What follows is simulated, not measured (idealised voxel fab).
process module | voxel capacitor over wiring
cross-section cut | 275 nm wide | cells 5 nm
A cross-section is a grid of square cells, given in bands from the top down. A band is one or more rows of cells.
Each band's line starts with the height of the band's top and of its bottom, in nm. Then come its materials from left to right, each with its width in nm. One material with "throughout" fills the band from edge to edge. "air" is empty space.
Height 0 is the level under which the wafer as received is all one material. The lowest band goes on downwards, as in "0 down".
A width such as "30 to 40" changes by the same amount from each row of cells to the next, from the band's top row to its bottom row.
"no change" after a step means that no cell of the cross-section changed.
closed voids: empty space of 8 cells or more with no open way to the top, each as width x height at its distance from the left edge, in nm
after a step's settings: what the simulator itself notes on the step
overlay nm, on a step with a mask: how far to the right of its planned place the mask lay; to the left if negative
plan
1 op RECEIVE | material Si
2 op CONFORMAL_DEP | material SiO2 | thk nm 10
3 op DIRECTIONAL_DEP | material TiN | thk nm 5
4 op DIRECTIONAL_DEP | material W | thk nm 15
5 op DIRECTIONAL_DEP | material aC | thk nm 15
6 op PATTERN | tone cover | mask id METAL_1 | material resist | width nm 25 | pitch nm 80 | thk nm 35 | overlay nm 0
7 op DIRECTIONAL_ETCH | etch materials aC | depth nm 15
8 op STRIP | etch materials resist
9 op DIRECTIONAL_ETCH | etch materials W | depth nm 15
10 op DIRECTIONAL_ETCH | etch materials TiN | depth nm 5
11 op STRIP | etch materials aC
12 op CONFORMAL_DEP | material SiCN | thk nm 5
13 op FILL_DEP | material SiO2 | thk nm 10
14 op CMP | height nm 30
15 op CONFORMAL_DEP | material SiCN | thk nm 5
16 op DIRECTIONAL_DEP | material SiO2 | thk nm 10
17 op MASKED_ETCH | tone open | mask id PLUG_1 | width nm 15 | etch materials SiO2 | depth nm 10 | overlay nm 0
18 op MASKED_ETCH | tone open | mask id PLUG_1 | width nm 15 | etch materials SiCN | depth nm 5 | overlay nm 0
19 op EPI | material Ru | thk nm 10
20 op EPI | material Ru | thk nm 5
21 op DIRECTIONAL_DEP | material TiN | thk nm 10
22 op DIRECTIONAL_DEP | material HfO2 | thk nm 5
23 op DIRECTIONAL_DEP | material TiN | thk nm 5
24 op DIRECTIONAL_DEP | material aC | thk nm 15
25 op PATTERN | tone cover | mask id UPPER_PLATE | material resist | width nm 60 | thk nm 30 | overlay nm 0
26 op DIRECTIONAL_ETCH | etch materials aC | depth nm 15
27 op STRIP | etch materials resist
28 op DIRECTIONAL_ETCH | etch materials TiN | depth nm 5
29 op DIRECTIONAL_ETCH | etch materials HfO2 | depth nm 5
30 op STRIP | etch materials aC
31 op MASKED_ETCH | tone cover | mask id LOWER_PLATE | width nm 70 | etch materials TiN | depth nm 10 | overlay nm 0
32 op FILL_DEP | material SiO2 | thk nm 20
33 op CMP | height nm 80
34 op DIRECTIONAL_DEP | material aC | thk nm 10
35 op PATTERN | tone open | mask id PLUG_2 | material resist | width nm 15 | thk nm 30 | overlay nm 0
36 op DIRECTIONAL_ETCH | etch materials aC | depth nm 10
37 op STRIP | etch materials resist
38 op DIRECTIONAL_ETCH | etch materials SiO2 | depth nm 15
39 op STRIP | etch materials aC
40 op CONFORMAL_DEP | material TiN | thk nm 5
41 op FILL_DEP | material W | thk nm 5
42 op CMP | height nm 80
43 op CONFORMAL_DEP | material SiCN | thk nm 5
as received, after step 1
  0 down: Si throughout
  closed voids: none
first wafer at the end, as planned
  85 to 80: SiCN throughout
  80 to 70: SiO2 105 | TiN 5 | W 5 | TiN 5 | SiO2 155
  70 to 60: SiO2 105 to 95 | TiN 15 to 60 | SiO2 155 to 120
  60 to 55: SiO2 95 | HfO2 60 | SiO2 120
  55 to 45: SiO2 90 | TiN 70 | SiO2 115
  45 to 35: SiO2 95 | Ru 15 | SiO2 165
  35 to 30: SiCN 95 | Ru 15 | SiCN 165
  30 to 15: SiO2 80 | SiCN 5 | W 25 | SiCN 5 | SiO2 45 | SiCN 5 | W 25 | SiCN 5 | SiO2 80
  15 to 10: SiCN 85 | TiN 25 | SiCN 55 | TiN 25 | SiCN 85
  10 to 0: SiO2 throughout
  0 down: Si throughout
  closed voids: none
second wafer at the end: like start, like plan, one mistake
  85 to 80: SiCN throughout
  80 to 70: SiO2 105 | TiN 5 | W 5 | TiN 5 | SiO2 155
  70 to 65: SiO2 105 | TiN 15 | SiO2 155
  65 to 60: SiO2 95 | HfO2 60 | SiO2 120
  60 to 50: SiO2 90 | TiN 70 | SiO2 115
  50 to 45: TiN throughout
  45 to 35: SiO2 95 | Ru 15 | SiO2 165
  35 to 30: SiCN 95 | Ru 15 | SiCN 165
  30 to 15: SiO2 80 | SiCN 5 | W 25 | SiCN 5 | SiO2 45 | SiCN 5 | W 25 | SiCN 5 | SiO2 80
  15 to 10: SiCN 85 | TiN 25 | SiCN 55 | TiN 25 | SiCN 85
  10 to 0: SiO2 throughout
  0 down: Si throughout
  closed voids: none
what went wrong: steps 22 and 23 were swapped
at the end the second wafer has, in cells: 43 fewer of SiO2 | 43 more of TiN
